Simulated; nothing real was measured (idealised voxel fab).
You're looking at the process module voxel released beams.
cross-section cut | 245 nm wide | cells 5 nm
Cross-sections here: square-cell grids, written as top-down lists of bands, a band being one or more rows of cells. Band entry format. Leading values: height of top, height of bottom, nm. Remainder: materials in left-to-right order, each with its width in nm. Special words: "everywhere" on a single material, which then fills the band edge to edge; "air", empty space. We count height from 0. Below that, the starting wafer is all one material. The lowest band never ends at the bottom but goes on down; see "0..down" for how that is written. Note: "30 to 40" means the width goes from the first number (top row of the band) to the second number (bottom row) in equal steps per row of cells. Where a step carries "all unchanged", the cross-section came out of it unchanged, cell for cell. Entry "Sealed void listing". Content: empty spaces with no open connection to the top, size 8 cells or greater. Each: width x height at distance. Distance: from left edge. Unit: nm. Note: text after step settings on the step line = simulator remark on that step. A step line may carry the setting "overlay nm", which, for steps involving a mask, states the distance by which the mask lay to the right of its intended position; negative values denote displacement to the left.

This section lists the process steps that were planned
1 RECEIVE (material Si)
2 CONFORMAL_DEP (material Al2O3; thk nm 10)
3 DIRECTIONAL_DEP (material SiO2; thk nm 15)
4 PATTERN (tone open; mask id ANCHOR; material resist; width nm 35; thk nm 15; overlay nm 0)
5 DIRECTIONAL_ETCH (etch materials SiO2; depth nm 15)
6 STRIP (etch materials resist)
7 CONFORMAL_DEP (material SiN; thk nm 10)
8 PATTERN (tone cover; mask id BEAM; material resist; width nm 95; thk nm 20; overlay nm 0)
9 DIRECTIONAL_ETCH (etch materials SiN; depth nm 10)
10 STRIP (etch materials resist)
11 STRIP (etch materials SiO2)

First wafer, as planned

Received-state cross-section, reflecting completion of step 1
    0..down = Si everywhere
    Sealed void listing: none

Step 2 complete: cross-section through the wafer
    10..0 = Al2O3 everywhere
    Below 0 it's all the same as before, nothing changed down there.

Step 3 complete: cross-section through the wafer
    25..10 = SiO2 everywhere
    Below 10 it's all the same as before, nothing changed down there.

Step 4 complete: cross-section through the wafer
    40..25 = resist=75 | air=35 | resist=135
    Below 25 it's all the same as before, nothing changed down there.

Step 5 complete: cross-section through the wafer
    40..25 = resist=75 | air=35 | resist=135
    25..10 = SiO2=75 | air=35 | SiO2=135
    Below 10 it's all the same as before, nothing changed down there.

Step 6 complete: cross-section through the wafer
    25..10 = SiO2=75 | air=35 | SiO2=135
    Below 10 it's all the same as before, nothing changed down there.

Step 7 complete: cross-section through the wafer
    35..25 = SiN=85 | air=15 | SiN=145
    25..20 = SiO2=75 | SiN=10 | air=15 | SiN=10 | SiO2=135
    20..10 = SiO2=75 | SiN=35 | SiO2=135
    Below 10 it's all the same as before, nothing changed down there.

Step 8 complete: cross-section through the wafer
    55..35 = air=70 | resist=95 | air=80
    35..25 = SiN=85 | resist=15 | SiN=145
    25..20 = SiO2=75 | SiN=10 | resist=15 | SiN=10 | SiO2=135
    Below 20 it's all the same as before, nothing changed down there.

Step 9 complete: cross-section through the wafer
    55..35 = air=70 | resist=95 | air=80
    35..25 = air=70 | SiN=15 | resist=15 | SiN=65 | air=80
    Below 25 it's all the same as before, nothing changed down there.

Step 10 complete: cross-section through the wafer
    35..25 = air=70 | SiN=15 | air=15 | SiN=65 | air=80
    25..20 = SiO2=75 | SiN=10 | air=15 | SiN=10 | SiO2=135
    Below 20 it's all the same as before, nothing changed down there.

Step 11 complete: cross-section through the wafer
    35..25 = air=70 | SiN=15 | air=15 | SiN=65 | air=80
    25..20 = air=75 | SiN=10 | air=15 | SiN=10 | air=135
    20..10 = air=75 | SiN=35 | air=135
    Below 10 it's all the same as before, nothing changed down there.

Wafer two. Same start, same plan, one slip in execution. Same as wafer one through step 1, inclusive

Second wafer shown in cross-section at the time step 2 was slated to end
    15..0 = SiO2 everywhere
    Below 0 it's all the same as before, nothing changed down there.

Second wafer shown in cross-section at the time step 3 was slated to end
    25..15 = Al2O3 everywhere
    Below 15 it's all the same as before, nothing changed down there.

Second wafer shown in cross-section at the time step 4 was slated to end
    40..25 = resist=75 | air=35 | resist=135
    Below 25 it's all the same as before, nothing changed down there.

Second wafer shown in cross-section at the time step 5 was slated to end: all unchanged

Second wafer shown in cross-section at the time step 6 was slated to end
    25..15 = Al2O3 everywhere
    Below 15 it's all the same as before, nothing changed down there.

Second wafer shown in cross-section at the time step 7 was slated to end
    35..25 = SiN everywhere
    Below 25 it's all the same as before, nothing changed down there.

Second wafer shown in cross-section at the time step 8 was slated to end
    55..35 = air=70 | resist=95 | air=80
    Below 35 it's all the same as before, nothing changed down there.

Second wafer shown in cross-section at the time step 9 was slated to end
    55..35 = air=70 | resist=95 | air=80
    35..25 = air=70 | SiN=95 | air=80
    Below 25 it's all the same as before, nothing changed down there.

Second wafer shown in cross-section at the time step 10 was slated to end
    35..25 = air=70 | SiN=95 | air=80
    Below 25 it's all the same as before, nothing changed down there.

Second wafer shown in cross-section at the time step 11 was slated to end: all unchanged
Misprocessing identified: sequence error: steps 2 and 3 interchanged
The closing comparison, in cells, has the second wafer with more or fewer of some materials than the first: 12 fewer of SiN, 147 more of SiO2
